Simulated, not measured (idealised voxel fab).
Process module, titled voxel transistor to metal
It is cross-section cut that appears here, measuring 210 nm in width, its square cells being 5 nm in size.
In this document a cross-section is written as a grid of square cells. It is given as a series of bands, listed from the top down, and a band is one or more rows of cells.
Band: top height; bottom height; in nm. Then, left to right: material with width in nm, for each material. "everywhere": a single material spanning edge to edge. "air": empty space.
Ref level 0: as-received wafer is one material below here. Bottom band extends down with no lower bound ("0 nm and below").
Graded width ("30->40"): value in top row of band = first number; value in bottom row = second number; row-to-row change constant.
Given "stayed the same" for a step, no cell of the cross-section differs between before and after that step.
So "Closed void inventory" is basically the list of trapped voids: any empty space of 8 cells or more that can't reach the top through an opening. They're written width x height at distance, the distance being from the left edge, and it's all nm.
On each step's line, the part that comes after the settings is the simulator's own comment on the step.
If you see "overlay nm" on a step's line and that step has a mask, it's telling you how far right of where it was planned the mask ended up; a negative number means it went left instead.
How should the pairs below be read? Each gives the cross-section before one process step and the cross-section after it, the latter drawn only to the lowest band that changed; the step that lies between them, with its settings, appears under the pair. Does a pair pick up where the pair above left off? Only where its entry headed "Pre-step snapshot" says so, since pairs can come from different runs of this module on the same starting wafer.

-- Pre-step snapshot
    0 nm and below = Si everywhere
    Closed void inventory: none

-- Cross-Section After Step
    0 nm to -5 nm = SiO2 everywhere
    All layers under -5 are left as they were.
    Closed void inventory: none
Which process step falls between the two cross-sections above? OXIDIZE, depth nm 5

Pre-step snapshot: after-step cross-section of the pair just above applies.

-- Cross-Section After Step
    15 nm to 0 nm = SiN everywhere
    All layers under 0 are left as they were.
    Closed void inventory: none
Which process step falls between the two cross-sections above? CONFORMAL_DEP, material SiN, thk nm 15

Pre-step snapshot: after-step cross-section of the pair just above applies.

-- Cross-Section After Step
    30 nm to 15 nm = aC everywhere
    All layers under 15 are left as they were.
    Closed void inventory: none
Which process step falls between the two cross-sections above? DIRECTIONAL_DEP, material aC, thk nm 15

Pre-step snapshot: after-step cross-section of the pair just above applies.

-- Cross-Section After Step
    60 nm to 30 nm = air 40 nm; resist 125 nm; air 45 nm
    All layers under 30 are left as they were.
    Closed void inventory: none
Which process step falls between the two cross-sections above? PATTERN, tone cover, mask id ACTIVE, material resist, width nm 125, thk nm 30, overlay nm 0

Pre-step snapshot: after-step cross-section of the pair just above applies.

-- Cross-Section After Step
    45 nm to 30 nm = air 40 nm; resist 125 nm; air 45 nm
    30 nm to 15 nm = air 40 nm; aC 125 nm; air 45 nm
    All layers under 15 are left as they were.
    Closed void inventory: none
Which process step falls between the two cross-sections above? DIRECTIONAL_ETCH, etch materials aC, depth nm 15

Pre-step snapshot: after-step cross-section of the pair just above applies.

-- Cross-Section After Step
    30 nm to 15 nm = air 40 nm; aC 125 nm; air 45 nm
    All layers under 15 are left as they were.
    Closed void inventory: none
Which process step falls between the two cross-sections above? STRIP, etch materials resist

Pre-step snapshot: after-step cross-section of the pair just above applies.

-- Cross-Section After Step
    30 nm to 15 nm = air 40 nm; aC 125 nm; air 45 nm
    15 nm to 0 nm = air 40 nm; SiN 125 nm; air 45 nm
    All layers under 0 are left as they were.
    Closed void inventory: none
Which process step falls between the two cross-sections above? DIRECTIONAL_ETCH, etch materials SiN, depth nm 15

Pre-step snapshot: after-step cross-section of the pair just above applies.

-- Cross-Section After Step
    30 nm to 15 nm = air 40 nm; aC 125 nm; air 45 nm
    15 nm to 0 nm = air 40 nm; SiN 125 nm; air 45 nm
    0 nm to -5 nm = air 40 nm; SiO2 125 nm; air 45 nm
    All layers under -5 are left as they were.
    Closed void inventory: none
Which process step falls between the two cross-sections above? DIRECTIONAL_ETCH, etch materials SiO2, depth nm 5

Pre-step snapshot: after-step cross-section of the pair just above applies.

-- Cross-Section After Step
    30 nm to 15 nm = air 40 nm; aC 125 nm; air 45 nm
    15 nm to 0 nm = air 40 nm; SiN 125 nm; air 45 nm
    0 nm to -5 nm = air 40 nm; SiO2 125 nm; air 45 nm
    -5 nm to -40 nm = air 40 nm; Si 125 nm; air 45 nm
    All layers under -40 are left as they were.
    Closed void inventory: none
Which process step falls between the two cross-sections above? DIRECTIONAL_ETCH, etch materials Si, depth nm 35

Pre-step snapshot: after-step cross-section of the pair just above applies.

-- Cross-Section After Step
    15 nm to 0 nm = air 40 nm; SiN 125 nm; air 45 nm
    All layers under 0 are left as they were.
    Closed void inventory: none
Which process step falls between the two cross-sections above? STRIP, etch materials aC

Pre-step snapshot: after-step cross-section of the pair just above applies.

-- Cross-Section After Step
    30 nm to 15 nm = SiO2 everywhere
    15 nm to 0 nm = SiO2 40 nm; SiN 125 nm; SiO2 45 nm
    0 nm to -5 nm = SiO2 everywhere
    -5 nm to -40 nm = SiO2 40 nm; Si 125 nm; SiO2 45 nm
    All layers under -40 are left as they were.
    Closed void inventory: none
Which process step falls between the two cross-sections above? FILL_DEP, material SiO2, thk nm 15

Pre-step snapshot: after-step cross-section of the pair just above applies.

-- Cross-Section After Step
    15 nm to 0 nm = SiO2 40 nm; SiN 125 nm; SiO2 45 nm
    All layers under 0 are left as they were.
    Closed void inventory: none
Which process step falls between the two cross-sections above? CMP, height nm 15

Pre-step snapshot: after-step cross-section of the pair just above applies.

-- Cross-Section After Step
    15 nm to 10 nm = air 40 nm; SiN 125 nm; air 45 nm
    All layers under 10 are left as they were.
    Closed void inventory: none
Which process step falls between the two cross-sections above? SELECTIVE_ETCH, etch materials SiO2, depth nm 5

Pre-step snapshot: after-step cross-section of the pair just above applies.

-- Cross-Section After Step
    10 nm to 0 nm = SiO2 40 nm; air 125 nm; SiO2 45 nm
    All layers under 0 are left as they were.
    Closed void inventory: none
Which process step falls between the two cross-sections above? STRIP, etch materials SiN

Pre-step snapshot: after-step cross-section of the pair just above applies.

-- Cross-Section After Step
    5 nm to -5 nm = SiO2 35 nm; air 135 nm; SiO2 40 nm
    All layers under -5 are left as they were.
    Closed void inventory: none
Which process step falls between the two cross-sections above? SELECTIVE_ETCH, etch materials SiO2, depth nm 5

Pre-step snapshot: after-step cross-section of the pair just above applies.

-- Cross-Section After Step
    5 nm to -5 nm = SiO2 35 nm; air 135 nm; SiO2 40 nm
    -5 nm to -10 nm = SiO2 everywhere
    All layers under -10 are left as they were.
    Closed void inventory: none
Which process step falls between the two cross-sections above? OXIDIZE, depth nm 5

Pre-step snapshot: after-step cross-section of the pair just above applies.

-- Cross-Section After Step
    25 nm to 15 nm = polySi 35 nm; air 135 nm; polySi 40 nm
    15 nm to 5 nm = polySi everywhere
    5 nm to -5 nm = SiO2 35 nm; polySi 135 nm; SiO2 40 nm
    All layers under -5 are left as they were.
    Closed void inventory: none
Which process step falls between the two cross-sections above? DIRECTIONAL_DEP, material polySi, thk nm 20

Pre-step snapshot: after-step cross-section of the pair just above applies.

-- Cross-Section After Step
    40 nm to 30 nm = SiCN 35 nm; air 135 nm; SiCN 40 nm
    30 nm to 25 nm = SiCN everywhere
    25 nm to 15 nm = polySi 35 nm; SiCN 135 nm; polySi 40 nm
    All layers under 15 are left as they were.
    Closed void inventory: none
Which process step falls between the two cross-sections above? DIRECTIONAL_DEP, material SiCN, thk nm 15

Pre-step snapshot: after-step cross-section of the pair just above applies.

-- Cross-Section After Step
    55 nm to 40 nm = air 85 nm; resist 35 nm; air 90 nm
    40 nm to 30 nm = SiCN 35 nm; air 50 nm; resist 35 nm; air 50 nm; SiCN 40 nm
    All layers under 30 are left as they were.
    Closed void inventory: none
Which process step falls between the two cross-sections above? PATTERN, tone cover, mask id GATE, material resist, width nm 35, thk nm 15, overlay nm 0

Pre-step snapshot: after-step cross-section of the pair just above applies.

-- Cross-Section After Step
    55 nm to 30 nm = air 85 nm; resist 35 nm; air 90 nm
    30 nm to 25 nm = air 85 nm; SiCN 35 nm; air 90 nm
    25 nm to 15 nm = polySi 35 nm; air 50 nm; SiCN 35 nm; air 50 nm; polySi 40 nm
    All layers under 15 are left as they were.
    Closed void inventory: none
Which process step falls between the two cross-sections above? DIRECTIONAL_ETCH, etch materials SiCN, depth nm 25

Pre-step snapshot: after-step cross-section of the pair just above applies.

-- Cross-Section After Step
    55 nm to 30 nm = air 85 nm; resist 35 nm; air 90 nm
    30 nm to 15 nm = air 85 nm; SiCN 35 nm; air 90 nm
    15 nm to 5 nm = air 85 nm; polySi 35 nm; air 90 nm
    5 nm to -5 nm = SiO2 35 nm; air 50 nm; polySi 35 nm; air 50 nm; SiO2 40 nm
    All layers under -5 are left as they were.
    Closed void inventory: none
Which process step falls between the two cross-sections above? DIRECTIONAL_ETCH, etch materials polySi, depth nm 30

Pre-step snapshot: after-step cross-section of the pair just above applies.

-- Cross-Section After Step
    30 nm to 15 nm = air 85 nm; SiCN 35 nm; air 90 nm
    All layers under 15 are left as they were.
    Closed void inventory: none
Which process step falls between the two cross-sections above? STRIP, etch materials resist

Pre-step snapshot: after-step cross-section of the pair just above applies.

-- Cross-Section After Step
    40 nm to 30 nm = air 75 nm; SiN 55 nm; air 80 nm
    30 nm to 15 nm = air 75 nm; SiN 10 nm; SiCN 35 nm; SiN 10 nm; air 80 nm
    15 nm to 5 nm = SiN 45 nm; air 30 nm; SiN 10 nm; polySi 35 nm; SiN 10 nm; air 30 nm; SiN 50 nm
    5 nm to -5 nm = SiO2 35 nm; SiN 50 nm; polySi 35 nm; SiN 50 nm; SiO2 40 nm
    All layers under -5 are left as they were.
    Closed void inventory: none
Which process step falls between the two cross-sections above? CONFORMAL_DEP, material SiN, thk nm 10

Pre-step snapshot: after-step cross-section of the pair just above applies.

-- Cross-Section After Step
    30 nm to 15 nm = air 75 nm; SiN 10 nm; SiCN 35 nm; SiN 10 nm; air 80 nm
    15 nm to 5 nm = air 75 nm; SiN 10 nm; polySi 35 nm; SiN 10 nm; air 80 nm
    5 nm to -5 nm = SiO2 35 nm; SiN 10 nm; air 30 nm; SiN 10 nm; polySi 35 nm; SiN 10 nm; air 30 nm; SiN 10 nm; SiO2 40 nm
    All layers under -5 are left as they were.
    Closed void inventory: none
Which process step falls between the two cross-sections above? DIRECTIONAL_ETCH, etch materials SiN, depth nm 10

Pre-step snapshot: after-step cross-section of the pair just above applies.

-- Cross-Section After Step
    30 nm to 15 nm = air 75 nm; SiN 10 nm; SiCN 35 nm; SiN 10 nm; air 80 nm
    15 nm to 5 nm = air 75 nm; SiN 10 nm; polySi 35 nm; SiN 10 nm; air 80 nm
    5 nm to 0 nm = air 35 nm; SiN 10 nm; air 30 nm; SiN 10 nm; polySi 35 nm; SiN 10 nm; air 30 nm; SiN 10 nm; air 40 nm
    0 nm to -5 nm = SiO2 35 nm; SiN 10 nm; air 30 nm; SiN 10 nm; polySi 35 nm; SiN 10 nm; air 30 nm; SiN 10 nm; SiO2 40 nm
    -5 nm to -10 nm = SiO2 45 nm; air 30 nm; SiO2 55 nm; air 30 nm; SiO2 50 nm
    All layers under -10 are left as they were.
    Closed void inventory: none
Which process step falls between the two cross-sections above? DIRECTIONAL_ETCH, etch materials SiO2, depth nm 5

Pre-step snapshot: after-step cross-section of the pair just above applies.

-- Cross-Section After Step
    30 nm to 15 nm = air 75 nm; SiN 10 nm; SiCN 35 nm; SiN 10 nm; air 80 nm
    15 nm to 5 nm = air 75 nm; SiN 10 nm; polySi 35 nm; SiN 10 nm; air 80 nm
    5 nm to 0 nm = air 35 nm; SiN 10 nm; air 30 nm; SiN 10 nm; polySi 35 nm; SiN 10 nm; air 30 nm; SiN 10 nm; air 40 nm
    0 nm to -5 nm = SiO2 35 nm; SiN 10 nm; air 30 nm; SiN 10 nm; polySi 35 nm; SiN 10 nm; air 30 nm; SiN 10 nm; SiO2 40 nm
    -5 nm to -10 nm = SiO2 45 nm; air 30 nm; SiO2 55 nm; air 30 nm; SiO2 50 nm
    -10 nm to -20 nm = SiO2 40 nm; Si 5 nm; air 30 nm; Si 55 nm; air 30 nm; Si 5 nm; SiO2 45 nm
    All layers under -20 are left as they were.
    Closed void inventory: none
Which process step falls between the two cross-sections above? DIRECTIONAL_ETCH, etch materials Si, depth nm 10

Pre-step snapshot: after-step cross-section of the pair just above applies.

-- Cross-Section After Step
    30 nm to 15 nm = air 75 nm; SiN 10 nm; SiCN 35 nm; SiN 10 nm; air 80 nm
    15 nm to 5 nm = air 75 nm; SiN 10 nm; polySi 35 nm; SiN 10 nm; air 80 nm
    5 nm to 0 nm = air 35 nm; SiN 10 nm; air 30 nm; SiN 10 nm; polySi 35 nm; SiN 10 nm; air 30 nm; SiN 10 nm; air 40 nm
    0 nm to -5 nm = SiO2 35 nm; SiN 10 nm; SiGe 10 nm; air 10 nm; SiGe 10 nm; SiN 10 nm; polySi 35 nm; SiN 10 nm; SiGe 10 nm; air 10 nm; SiGe 10 nm; SiN 10 nm; SiO2 40 nm
    -5 nm to -10 nm = SiO2 45 nm; SiGe 10 nm; air 10 nm; SiGe 10 nm; SiO2 55 nm; SiGe 10 nm; air 10 nm; SiGe 10 nm; SiO2 50 nm
    -10 nm to -20 nm = SiO2 40 nm; Si 5 nm; SiGe 30 nm; Si 55 nm; SiGe 30 nm; Si 5 nm; SiO2 45 nm
    All layers under -20 are left as they were.
    Closed void inventory: none
Which process step falls between the two cross-sections above? EPI, material SiGe, thk nm 10

Pre-step snapshot: after-step cross-section of the pair just above applies.

-- Cross-Section After Step
    40 nm to 30 nm = SiO2 everywhere
    30 nm to 15 nm = SiO2 75 nm; SiN 10 nm; SiCN 35 nm; SiN 10 nm; SiO2 80 nm
    15 nm to 5 nm = SiO2 75 nm; SiN 10 nm; polySi 35 nm; SiN 10 nm; SiO2 80 nm
    5 nm to 0 nm = SiO2 35 nm; SiN 10 nm; SiO2 30 nm; SiN 10 nm; polySi 35 nm; SiN 10 nm; SiO2 30 nm; SiN 10 nm; SiO2 40 nm
    0 nm to -5 nm = SiO2 35 nm; SiN 10 nm; SiGe 10 nm; SiO2 10 nm; SiGe 10 nm; SiN 10 nm; polySi 35 nm; SiN 10 nm; SiGe 10 nm; SiO2 10 nm; SiGe 10 nm; SiN 10 nm; SiO2 40 nm
    -5 nm to -10 nm = SiO2 45 nm; SiGe 10 nm; SiO2 10 nm; SiGe 10 nm; SiO2 55 nm; SiGe 10 nm; SiO2 10 nm; SiGe 10 nm; SiO2 50 nm
    All layers under -10 are left as they were.
    Closed void inventory: none
Which process step falls between the two cross-sections above? FILL_DEP, material SiO2, thk nm 10

Pre-step snapshot: after-step cross-section of the pair just above applies.

-- Cross-Section After Step
    15 nm to 5 nm = SiO2 75 nm; SiN 10 nm; polySi 35 nm; SiN 10 nm; SiO2 80 nm
    All layers under 5 are left as they were.
    Closed void inventory: none
Which process step falls between the two cross-sections above? CMP, height nm 15

Pre-step snapshot: after-step cross-section of the pair just above applies.

-- Cross-Section After Step
    15 nm to 5 nm = SiO2 75 nm; SiN 10 nm; air 35 nm; SiN 10 nm; SiO2 80 nm
    5 nm to 0 nm = SiO2 35 nm; SiN 10 nm; SiO2 30 nm; SiN 10 nm; air 35 nm; SiN 10 nm; SiO2 30 nm; SiN 10 nm; SiO2 40 nm
    0 nm to -5 nm = SiO2 35 nm; SiN 10 nm; SiGe 10 nm; SiO2 10 nm; SiGe 10 nm; SiN 10 nm; air 35 nm; SiN 10 nm; SiGe 10 nm; SiO2 10 nm; SiGe 10 nm; SiN 10 nm; SiO2 40 nm
    All layers under -5 are left as they were.
    Closed void inventory: none
Which process step falls between the two cross-sections above? STRIP, etch materials polySi

Pre-step snapshot: after-step cross-section of the pair just above applies.

-- Cross-Section After Step
    15 nm to 10 nm = air 75 nm; SiN 10 nm; air 35 nm; SiN 10 nm; air 80 nm
    10 nm to 5 nm = SiO2 75 nm; SiN 10 nm; air 35 nm; SiN 10 nm; SiO2 80 nm
    5 nm to 0 nm = SiO2 35 nm; SiN 10 nm; SiO2 30 nm; SiN 10 nm; air 35 nm; SiN 10 nm; SiO2 30 nm; SiN 10 nm; SiO2 40 nm
    0 nm to -5 nm = SiO2 35 nm; SiN 10 nm; SiGe 10 nm; SiO2 10 nm; SiGe 10 nm; SiN 10 nm; air 35 nm; SiN 10 nm; SiGe 10 nm; SiO2 10 nm; SiGe 10 nm; SiN 10 nm; SiO2 40 nm
    -5 nm to -10 nm = SiO2 45 nm; SiGe 10 nm; SiO2 10 nm; SiGe 10 nm; SiO2 5 nm; air 45 nm; SiO2 5 nm; SiGe 10 nm; SiO2 10 nm; SiGe 10 nm; SiO2 50 nm
    All layers under -10 are left as they were.
    Closed void inventory: none
Which process step falls between the two cross-sections above? SELECTIVE_ETCH, etch materials SiO2, depth nm 5

Pre-step snapshot: after-step cross-section of the pair just above applies.

-- Cross-Section After Step
    20 nm to 15 nm = air 70 nm; HfO2 20 nm; air 25 nm; HfO2 20 nm; air 75 nm
    15 nm to 10 nm = HfO2 75 nm; SiN 10 nm; HfO2 5 nm; air 25 nm; HfO2 5 nm; SiN 10 nm; HfO2 80 nm
    10 nm to 5 nm = SiO2 75 nm; SiN 10 nm; HfO2 5 nm; air 25 nm; HfO2 5 nm; SiN 10 nm; SiO2 80 nm
    5 nm to 0 nm = SiO2 35 nm; SiN 10 nm; SiO2 30 nm; SiN 10 nm; HfO2 5 nm; air 25 nm; HfO2 5 nm; SiN 10 nm; SiO2 30 nm; SiN 10 nm; SiO2 40 nm
    0 nm to -5 nm = SiO2 35 nm; SiN 10 nm; SiGe 10 nm; SiO2 10 nm; SiGe 10 nm; SiN 10 nm; HfO2 5 nm; air 25 nm; HfO2 5 nm; SiN 10 nm; SiGe 10 nm; SiO2 10 nm; SiGe 10 nm; SiN 10 nm; SiO2 40 nm
    -5 nm to -10 nm = SiO2 45 nm; SiGe 10 nm; SiO2 10 nm; SiGe 10 nm; SiO2 5 nm; HfO2 45 nm; SiO2 5 nm; SiGe 10 nm; SiO2 10 nm; SiGe 10 nm; SiO2 50 nm
    All layers under -10 are left as they were.
    Closed void inventory: none
Which process step falls between the two cross-sections above? CONFORMAL_DEP, material HfO2, thk nm 5

Pre-step snapshot: after-step cross-section of the pair just above applies.

-- Cross-Section After Step
    25 nm to 20 nm = air 65 nm; TiN 30 nm; air 15 nm; TiN 30 nm; air 70 nm
    20 nm to 15 nm = TiN 70 nm; HfO2 20 nm; TiN 5 nm; air 15 nm; TiN 5 nm; HfO2 20 nm; TiN 75 nm
    15 nm to 10 nm = HfO2 75 nm; SiN 10 nm; HfO2 5 nm; TiN 5 nm; air 15 nm; TiN 5 nm; HfO2 5 nm; SiN 10 nm; HfO2 80 nm
    10 nm to 5 nm = SiO2 75 nm; SiN 10 nm; HfO2 5 nm; TiN 5 nm; air 15 nm; TiN 5 nm; HfO2 5 nm; SiN 10 nm; SiO2 80 nm
    5 nm to 0 nm = SiO2 35 nm; SiN 10 nm; SiO2 30 nm; SiN 10 nm; HfO2 5 nm; TiN 5 nm; air 15 nm; TiN 5 nm; HfO2 5 nm; SiN 10 nm; SiO2 30 nm; SiN 10 nm; SiO2 40 nm
    0 nm to -5 nm = SiO2 35 nm; SiN 10 nm; SiGe 10 nm; SiO2 10 nm; SiGe 10 nm; SiN 10 nm; HfO2 5 nm; TiN 25 nm; HfO2 5 nm; SiN 10 nm; SiGe 10 nm; SiO2 10 nm; SiGe 10 nm; SiN 10 nm; SiO2 40 nm
    All layers under -5 are left as they were.
    Closed void inventory: none
Which process step falls between the two cross-sections above? CONFORMAL_DEP, material TiN, thk nm 5

Pre-step snapshot: after-step cross-section of the pair just above applies.

-- Cross-Section After Step
    35 nm to 25 nm = W everywhere
    25 nm to 20 nm = W 65 nm; TiN 30 nm; W 15 nm; TiN 30 nm; W 70 nm
    20 nm to 15 nm = TiN 70 nm; HfO2 20 nm; TiN 5 nm; W 15 nm; TiN 5 nm; HfO2 20 nm; TiN 75 nm
    15 nm to 10 nm = HfO2 75 nm; SiN 10 nm; HfO2 5 nm; TiN 5 nm; W 15 nm; TiN 5 nm; HfO2 5 nm; SiN 10 nm; HfO2 80 nm
    10 nm to 5 nm = SiO2 75 nm; SiN 10 nm; HfO2 5 nm; TiN 5 nm; W 15 nm; TiN 5 nm; HfO2 5 nm; SiN 10 nm; SiO2 80 nm
    5 nm to 0 nm = SiO2 35 nm; SiN 10 nm; SiO2 30 nm; SiN 10 nm; HfO2 5 nm; TiN 5 nm; W 15 nm; TiN 5 nm; HfO2 5 nm; SiN 10 nm; SiO2 30 nm; SiN 10 nm; SiO2 40 nm
    All layers under 0 are left as they were.
    Closed void inventory: none
Which process step falls between the two cross-sections above? FILL_DEP, material W, thk nm 10

Pre-step snapshot: after-step cross-section of the pair just above applies.

-- Cross-Section After Step
    10 nm to 5 nm = SiO2 75 nm; SiN 10 nm; HfO2 5 nm; TiN 5 nm; W 15 nm; TiN 5 nm; HfO2 5 nm; SiN 10 nm; SiO2 80 nm
    All layers under 5 are left as they were.
    Closed void inventory: none
Which process step falls between the two cross-sections above? CMP, height nm 10

Pre-step snapshot: after-step cross-section of the pair just above applies.

-- Cross-Section After Step
    25 nm to 10 nm = SiO2 everywhere
    All layers under 10 are left as they were.
    Closed void inventory: none
Which process step falls between the two cross-sections above? DIRECTIONAL_DEP, material SiO2, thk nm 15

Pre-step snapshot: after-step cross-section of the pair just above applies.

-- Cross-Section After Step
    45 nm to 25 nm = resist 50 nm; air 15 nm; resist 75 nm; air 15 nm; resist 55 nm
    All layers under 25 are left as they were.
    Closed void inventory: none
Which process step falls between the two cross-sections above? PATTERN, tone open, mask id CONTACT, material resist, width nm 15, pitch nm 90, thk nm 20, overlay nm 0

Pre-step snapshot: after-step cross-section of the pair just above applies.

-- Cross-Section After Step
    45 nm to 25 nm = resist 50 nm; air 15 nm; resist 75 nm; air 15 nm; resist 55 nm
    25 nm to 10 nm = SiO2 50 nm; air 15 nm; SiO2 75 nm; air 15 nm; SiO2 55 nm
    10 nm to 5 nm = SiO2 50 nm; air 15 nm; SiO2 10 nm; SiN 10 nm; HfO2 5 nm; TiN 5 nm; W 15 nm; TiN 5 nm; HfO2 5 nm; SiN 10 nm; SiO2 10 nm; air 15 nm; SiO2 55 nm
    5 nm to 0 nm = SiO2 35 nm; SiN 10 nm; SiO2 5 nm; air 15 nm; SiO2 10 nm; SiN 10 nm; HfO2 5 nm; TiN 5 nm; W 15 nm; TiN 5 nm; HfO2 5 nm; SiN 10 nm; SiO2 10 nm; air 15 nm; SiO2 5 nm; SiN 10 nm; SiO2 40 nm
    0 nm to -5 nm = SiO2 35 nm; SiN 10 nm; SiGe 10 nm; air 10 nm; SiGe 10 nm; SiN 10 nm; HfO2 5 nm; TiN 25 nm; HfO2 5 nm; SiN 10 nm; SiGe 10 nm; air 10 nm; SiGe 10 nm; SiN 10 nm; SiO2 40 nm
    -5 nm to -10 nm = SiO2 45 nm; SiGe 10 nm; air 10 nm; SiGe 10 nm; SiO2 5 nm; HfO2 45 nm; SiO2 5 nm; SiGe 10 nm; air 10 nm; SiGe 10 nm; SiO2 50 nm
    All layers under -10 are left as they were.
    Closed void inventory: none
Which process step falls between the two cross-sections above? DIRECTIONAL_ETCH, etch materials SiO2, depth nm 35

Pre-step snapshot: after-step cross-section of the pair just above applies.

-- Cross-Section After Step
    25 nm to 10 nm = SiO2 50 nm; air 15 nm; SiO2 75 nm; air 15 nm; SiO2 55 nm
    All layers under 10 are left as they were.
    Closed void inventory: none
Which process step falls between the two cross-sections above? STRIP, etch materials resist

Pre-step snapshot: after-step cross-section of the pair just above applies.

-- Cross-Section After Step
    30 nm to 25 nm = TiN 55 nm; air 5 nm; TiN 85 nm; air 5 nm; TiN 60 nm
    25 nm to 10 nm = SiO2 50 nm; TiN 5 nm; air 5 nm; TiN 5 nm; SiO2 75 nm; TiN 5 nm; air 5 nm; TiN 5 nm; SiO2 55 nm
    10 nm to 5 nm = SiO2 50 nm; TiN 5 nm; air 5 nm; TiN 5 nm; SiO2 10 nm; SiN 10 nm; HfO2 5 nm; TiN 5 nm; W 15 nm; TiN 5 nm; HfO2 5 nm; SiN 10 nm; SiO2 10 nm; TiN 5 nm; air 5 nm; TiN 5 nm; SiO2 55 nm
    5 nm to 0 nm = SiO2 35 nm; SiN 10 nm; SiO2 5 nm; TiN 15 nm; SiO2 10 nm; SiN 10 nm; HfO2 5 nm; TiN 5 nm; W 15 nm; TiN 5 nm; HfO2 5 nm; SiN 10 nm; SiO2 10 nm; TiN 15 nm; SiO2 5 nm; SiN 10 nm; SiO2 40 nm
    0 nm to -5 nm = SiO2 35 nm; SiN 10 nm; SiGe 10 nm; TiN 10 nm; SiGe 10 nm; SiN 10 nm; HfO2 5 nm; TiN 25 nm; HfO2 5 nm; SiN 10 nm; SiGe 10 nm; TiN 10 nm; SiGe 10 nm; SiN 10 nm; SiO2 40 nm
    -5 nm to -10 nm = SiO2 45 nm; SiGe 10 nm; TiN 10 nm; SiGe 10 nm; SiO2 5 nm; HfO2 45 nm; SiO2 5 nm; SiGe 10 nm; TiN 10 nm; SiGe 10 nm; SiO2 50 nm
    All layers under -10 are left as they were.
    Closed void inventory: none
Which process step falls between the two cross-sections above? CONFORMAL_DEP, material TiN, thk nm 5

Pre-step snapshot: after-step cross-section of the pair just above applies.

-- Cross-Section After Step
    40 nm to 30 nm = Ru everywhere
    30 nm to 25 nm = TiN 55 nm; Ru 5 nm; TiN 85 nm; Ru 5 nm; TiN 60 nm
    25 nm to 10 nm = SiO2 50 nm; TiN 5 nm; Ru 5 nm; TiN 5 nm; SiO2 75 nm; TiN 5 nm; Ru 5 nm; TiN 5 nm; SiO2 55 nm
    10 nm to 5 nm = SiO2 50 nm; TiN 5 nm; Ru 5 nm; TiN 5 nm; SiO2 10 nm; SiN 10 nm; HfO2 5 nm; TiN 5 nm; W 15 nm; TiN 5 nm; HfO2 5 nm; SiN 10 nm; SiO2 10 nm; TiN 5 nm; Ru 5 nm; TiN 5 nm; SiO2 55 nm
    All layers under 5 are left as they were.
    Closed void inventory: none
Which process step falls between the two cross-sections above? FILL_DEP, material Ru, thk nm 10

Pre-step snapshot: after-step cross-section of the pair just above applies.

-- Cross-Section After Step
    25 nm to 10 nm = SiO2 50 nm; TiN 5 nm; Ru 5 nm; TiN 5 nm; SiO2 75 nm; TiN 5 nm; Ru 5 nm; TiN 5 nm; SiO2 55 nm
    All layers under 10 are left as they were.
    Closed void inventory: none
Which process step falls between the two cross-sections above? CMP, height nm 25

Pre-step snapshot: after-step cross-section of the pair just above applies.

-- Cross-Section After Step
    30 nm to 25 nm = TiN everywhere
    All layers under 25 are left as they were.
    Closed void inventory: none
Which process step falls between the two cross-sections above? DIRECTIONAL_DEP, material TiN, thk nm 5

Pre-step snapshot: after-step cross-section of the pair just above applies.

-- Cross-Section After Step
    45 nm to 30 nm = W everywhere
    All layers under 30 are left as they were.
    Closed void inventory: none
Which process step falls between the two cross-sections above? DIRECTIONAL_DEP, material W, thk nm 15

Pre-step snapshot: after-step cross-section of the pair just above applies.

-- Cross-Section After Step
    60 nm to 45 nm = air 50 nm; resist 15 nm; air 75 nm; resist 15 nm; air 55 nm
    All layers under 45 are left as they were.
    Closed void inventory: none
Which process step falls between the two cross-sections above? PATTERN, tone cover, mask id METAL_1, material resist, width nm 15, pitch nm 90, thk nm 15, overlay nm 0

Pre-step snapshot: after-step cross-section of the pair just above applies.

-- Cross-Section After Step
    60 nm to 45 nm = air 50 nm; resist 15 nm; air 75 nm; resist 15 nm; air 55 nm
    45 nm to 30 nm = air 50 nm; W 15 nm; air 75 nm; W 15 nm; air 55 nm
    All layers under 30 are left as they were.
    Closed void inventory: none
Which process step falls between the two cross-sections above? DIRECTIONAL_ETCH, etch materials W, depth nm 15

Pre-step snapshot: after-step cross-section of the pair just above applies.

-- Cross-Section After Step
    60 nm to 45 nm = air 50 nm; resist 15 nm; air 75 nm; resist 15 nm; air 55 nm
    45 nm to 30 nm = air 50 nm; W 15 nm; air 75 nm; W 15 nm; air 55 nm
    30 nm to 25 nm = air 50 nm; TiN 15 nm; air 75 nm; TiN 15 nm; air 55 nm
    All layers under 25 are left as they were.
    Closed void inventory: none
Which process step falls between the two cross-sections above? DIRECTIONAL_ETCH, etch materials TiN, depth nm 5

Pre-step snapshot: after-step cross-section of the pair just above applies.

-- Cross-Section After Step
    45 nm to 30 nm = air 50 nm; W 15 nm; air 75 nm; W 15 nm; air 55 nm
    All layers under 30 are left as they were.
    Closed void inventory: none
Which process step falls between the two cross-sections above? STRIP, etch materials resist

Pre-step snapshot: after-step cross-section of the pair just above applies.

-- Cross-Section After Step
    50 nm to 45 nm = lowk everywhere
    45 nm to 30 nm = lowk 50 nm; W 15 nm; lowk 75 nm; W 15 nm; lowk 55 nm
    30 nm to 25 nm = lowk 50 nm; TiN 15 nm; lowk 75 nm; TiN 15 nm; lowk 55 nm
    All layers under 25 are left as they were.
    Closed void inventory: none
Which process step falls between the two cross-sections above? FILL_DEP, material lowk, thk nm 5

Pre-step snapshot: after-step cross-section of the pair just above applies.

-- Cross-Section After Step
    45 nm to 30 nm = lowk 50 nm; W 15 nm; lowk 75 nm; W 15 nm; lowk 55 nm
    All layers under 30 are left as they were.
    Closed void inventory: none
Which process step falls between the two cross-sections above? CMP, height nm 45

Pre-step snapshot: after-step cross-section of the pair just above applies.

-- Cross-Section After Step
    50 nm to 45 nm = SiCN everywhere
    All layers under 45 are left as they were.
    Closed void inventory: none
Which process step falls between the two cross-sections above? CONFORMAL_DEP, material SiCN, thk nm 5

Pre-step snapshot: after-step cross-section of the pair just above applies.

-- Cross-Section After Step
    80 nm to 50 nm = SiO2 everywhere
    All layers under 50 are left as they were.
    Closed void inventory: none
Which process step falls between the two cross-sections above? DIRECTIONAL_DEP, material SiO2, thk nm 30

Pre-step snapshot: after-step cross-section of the pair just above applies.

-- Cross-Section After Step
    95 nm to 80 nm = aC everywhere
    All layers under 80 are left as they were.
    Closed void inventory: none
Which process step falls between the two cross-sections above? DIRECTIONAL_DEP, material aC, thk nm 15

Pre-step snapshot: after-step cross-section of the pair just above applies.

-- Cross-Section After Step
    125 nm to 95 nm = resist 50 nm; air 15 nm; resist 75 nm; air 15 nm; resist 55 nm
    All layers under 95 are left as they were.
    Closed void inventory: none
Which process step falls between the two cross-sections above? PATTERN, tone open, mask id METAL_2, material resist, width nm 15, pitch nm 90, thk nm 30, overlay nm 0
